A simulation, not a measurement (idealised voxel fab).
Process module under the name voxel transistor to metal
Cross-section cut: width 275 nm, square cells of 5 nm.
Think of the cross-section as a grid of square cells. We describe it in bands, top to bottom, and each band covers one or more rows of those cells. Read a band's entry like this: the first values are the height of its top and the height of its bottom in nm, and what follows is the sequence of materials from left to right, each with its width in nm. Note that "blank" is empty space, and that a single material marked "throughout" reaches across the band from edge to edge. Height is counted from the level 0, under which the received wafer is composed throughout of one material. The lowest of the bands is not closed at the bottom but continues downward, in the notation "0 and below". Width "30->40": first value at the band's top row of cells, second value at its bottom row, equal change from row to row. No cell of the cross-section changed in a step that is given as "left unchanged". "Fully closed voids" contains a list of empty spaces, each no smaller than 8 cells and without an open way to the top, written in the form width x height at distance with the distance from the left edge and all three in nm. Whatever follows a step's settings on its line is a remark the simulator itself makes about that step. The line of a step may include "overlay nm". On a step with a mask, this value is how far to the right of its planned place the mask lay. A negative value means the mask lay to the left.
-- Process steps (planned)
step 1: op RECEIVE | material Si
step 2: op OXIDIZE | depth nm 5
step 3: op CONFORMAL_DEP | material SiN | thk nm 5
step 4: op PATTERN | tone cover | mask id ACTIVE | material resist | width nm 105 | pitch nm 135 | thk nm 20 | overlay nm 0
step 5: op DIRECTIONAL_ETCH | etch materials SiN | depth nm 10
step 6: op DIRECTIONAL_ETCH | etch materials SiO2 | depth nm 5
step 7: op DIRECTIONAL_ETCH | etch materials Si | depth nm 35
step 8: op STRIP | etch materials resist
step 9: op FILL_DEP | material SiO2 | thk nm 15
step 10: op CMP | height nm 10
step 11: op SELECTIVE_ETCH | etch materials SiO2 | depth nm 5
step 12: op STRIP | etch materials SiN
step 13: op SELECTIVE_ETCH | etch materials SiO2 | depth nm 5
step 14: op OXIDIZE | depth nm 5
step 15: op DIRECTIONAL_DEP | material polySi | thk nm 30
step 16: op DIRECTIONAL_DEP | material SiCN | thk nm 15
step 17: op PATTERN | tone cover | mask id GATE | material resist | width nm 35 | pitch nm 135 | thk nm 15 | overlay nm 0
step 18: op DIRECTIONAL_ETCH | etch materials SiCN | depth nm 25
step 19: op DIRECTIONAL_ETCH | etch materials polySi | depth nm 40
step 20: op STRIP | etch materials resist
step 21: op CONFORMAL_DEP | material SiO2 | thk nm 5
step 22: op DIRECTIONAL_ETCH | etch materials SiO2 | depth nm 5
step 23: op CONFORMAL_DEP | material SiN | thk nm 5
step 24: op DIRECTIONAL_ETCH | etch materials SiN | depth nm 5
step 25: op DIRECTIONAL_ETCH | etch materials SiO2 | depth nm 5
step 26: op DIRECTIONAL_ETCH | etch materials Si | depth nm 10
step 27: op EPI | material nSi | thk nm 10
step 28: op FILL_DEP | material SiO2 | thk nm 10
step 29: op CMP | height nm 25
step 30: op STRIP | etch materials polySi
step 31: op SELECTIVE_ETCH | etch materials SiO2 | depth nm 5
step 32: op CONFORMAL_DEP | material HfO2 | thk nm 5
step 33: op CONFORMAL_DEP | material TiN | thk nm 5
step 34: op FILL_DEP | material W | thk nm 10
step 35: op CMP | height nm 20
step 36: op DIRECTIONAL_DEP | material SiO2 | thk nm 10
step 37: op PATTERN | tone open | mask id CONTACT | material resist | width nm 15 | thk nm 15 | overlay nm 0
step 38: op DIRECTIONAL_ETCH | etch materials SiO2 | depth nm 30
step 39: op STRIP | etch materials resist
step 40: op CONFORMAL_DEP | material TiN | thk nm 5
step 41: op FILL_DEP | material W | thk nm 10
step 42: op CMP | height nm 30
step 43: op DIRECTIONAL_DEP | material TiN | thk nm 5
step 44: op DIRECTIONAL_DEP | material Ru | thk nm 25
step 45: op DIRECTIONAL_DEP | material aC | thk nm 15
step 46: op PATTERN | tone cover | mask id METAL_1 | material resist | width nm 15 | thk nm 35 | overlay nm 0
step 47: op DIRECTIONAL_ETCH | etch materials aC | depth nm 15
step 48: op STRIP | etch materials resist
step 49: op DIRECTIONAL_ETCH | etch materials Ru | depth nm 25
step 50: op DIRECTIONAL_ETCH | etch materials TiN | depth nm 5
step 51: op STRIP | etch materials aC
step 52: op FILL_DEP | material SiO2 | thk nm 5
step 53: op CMP | height nm 60
step 54: op CONFORMAL_DEP | material SiCN | thk nm 5
step 55: op DIRECTIONAL_DEP | material SiO2 | thk nm 30
step 56: op MASKED_ETCH | tone open | mask id METAL_2 | width nm 15 | pitch nm 135 | etch materials SiO2 | depth nm 15 | overlay nm 0
step 57: op DIRECTIONAL_DEP | material aC | thk nm 15
step 58: op PATTERN | tone open | mask id METAL_2_HOLES | material resist | width nm 15 | pitch nm 135 | thk nm 30 | overlay nm 0
step 59: op DIRECTIONAL_ETCH | etch materials aC | depth nm 15
step 60: op STRIP | etch materials resist
step 61: op DIRECTIONAL_ETCH | etch materials SiO2 | depth nm 15
step 62: op DIRECTIONAL_ETCH | etch materials SiCN | depth nm 5
step 63: op STRIP | etch materials aC
step 64: op CONFORMAL_DEP | material TiN | thk nm 5
step 65: op FILL_DEP | material Cu | thk nm 10
step 66: op CMP | height nm 95
step 67: op CONFORMAL_DEP | material SiN | thk nm 5
The wafers are alike at the start. At step 3, their thk nm differs. The plan lists the first wafer's value.
-- The first of several wafers as received, shown in cross-section; this is its state after step 1
    0 and below  Si throughout
    Fully closed voids: none
-- Below: a row per wafer. Contents at end of module: for every material, cells gained since receipt (+) or lost since receipt (-); then closed voids
thk nm 5, +12 Cu, +38 HfO2, +60 Ru, -220 Si, +49 SiCN, +79 SiN, +834 SiO2, +124 TiN, +60 W, +64 nSi, Fully closed voids: none
thk nm 10, +12 Cu, +38 HfO2, +60 Ru, -220 Si, +49 SiCN, +79 SiN, +834 SiO2, +124 TiN, +60 W, +64 nSi, Fully closed voids: none
thk nm 15, +12 Cu, +38 HfO2, +60 Ru, -176 Si, +49 SiCN, +75 SiN, +776 SiO2, +124 TiN, +60 W, +82 nSi, Fully closed voids: none
thk nm 20, +12 Cu, +38 HfO2, +60 Ru, -176 Si, +49 SiCN, +75 SiN, +776 SiO2, +124 TiN, +60 W, +82 nSi, Fully closed voids: none
thk nm 25, +12 Cu, +38 HfO2, +60 Ru, -176 Si, +49 SiCN, +75 SiN, +776 SiO2, +124 TiN, +60 W, +82 nSi, Fully closed voids: none
